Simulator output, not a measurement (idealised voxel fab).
process module | voxel gate over fins
Displayed cross-section: cut, width of 140 nm, square cells sized 5 nm.
If you're reading a cross-section in this doc, picture square cells in a grid; it comes to you as bands, top ones listed first down to the bottom, and a band can be one or more rows of cells.
Band: top height; bottom height; in nm. Then, left to right: material with width in nm, for each material. "full width": a single material spanning edge to edge. "empty": empty space.
Where do heights start? At 0: under that level the wafer as delivered is made of one material only. And the lowest band has no floor; it just carries on downward, as in "0..down".
Width: "30..40" (first number = top row, second number = bottom row, same change from row to row of cells).
Where the words "nothing altered" appear for a step, the cross-section shows no cell changed by that step; every cell remained as before.
In the "Voids, enclosed" entry, you get each enclosed empty space of 8 cells or more, one with no open way to the top, written width x height at distance, distance from the left edge, in nm.
after a step's settings: what the simulator itself notes on the step
What "overlay nm" on a step's line means: if the step has a mask, that mask lay this far to the right of its planned place, or, when the value is negative, to the left.

[This section lists the process steps that were planned]
- 1: RECEIVE | material Si
- 2: CONFORMAL_DEP | material SiN | thk nm 5
- 3: DIRECTIONAL_DEP | material aC | thk nm 15
- 4: PATTERN | tone cover | mask id FINS | material resist | width nm 15 | pitch nm 45 | thk nm 30 | overlay nm 0
- 5: DIRECTIONAL_ETCH | etch materials aC | depth nm 15
- 6: STRIP | etch materials resist
- 7: DIRECTIONAL_ETCH | etch materials SiN | depth nm 5
- 8: DIRECTIONAL_ETCH | etch materials Si | depth nm 40
- 9: STRIP | etch materials aC
- 10: FILL_DEP | material SiO2 | thk nm 15
- 11: CMP | height nm 5
- 12: SELECTIVE_ETCH | etch materials SiO2 | depth nm 20
- 13: STRIP | etch materials SiN
- 14: CONFORMAL_DEP | material HfO2 | thk nm 5
- 15: CONFORMAL_DEP | material TiN | thk nm 5
- 16: FILL_DEP | material W | thk nm 10
- 17: CMP | height nm 15
- 18: CONFORMAL_DEP | material SiCN | thk nm 5

[Shown in cross-section is the wafer as received, that is, as it stands after step 1]
	0..down = Si full width
	Voids, enclosed: none

[Below is the wafer in cross-section after the module was completed. It began from the starting point shown above and followed the plan shown above, except that one mistake was made while running it]
	20..15 = SiCN full width
	15..5 = W full width
	5..0 = W 35 nm | TiN 25 nm | W 20 nm | TiN 25 nm | W 35 nm
	0..-10 = W 35 nm | TiN 5 nm | Si 15 nm | TiN 5 nm | W 20 nm | TiN 5 nm | Si 15 nm | TiN 5 nm | W 35 nm
	-10..-15 = TiN 40 nm | Si 15 nm | TiN 30 nm | Si 15 nm | TiN 40 nm
	-15..-40 = SiO2 40 nm | Si 15 nm | SiO2 30 nm | Si 15 nm | SiO2 40 nm
	-40..down = Si full width
	Voids, enclosed: none
what went wrong: the plan's step 14 went unexecuted, having been skipped
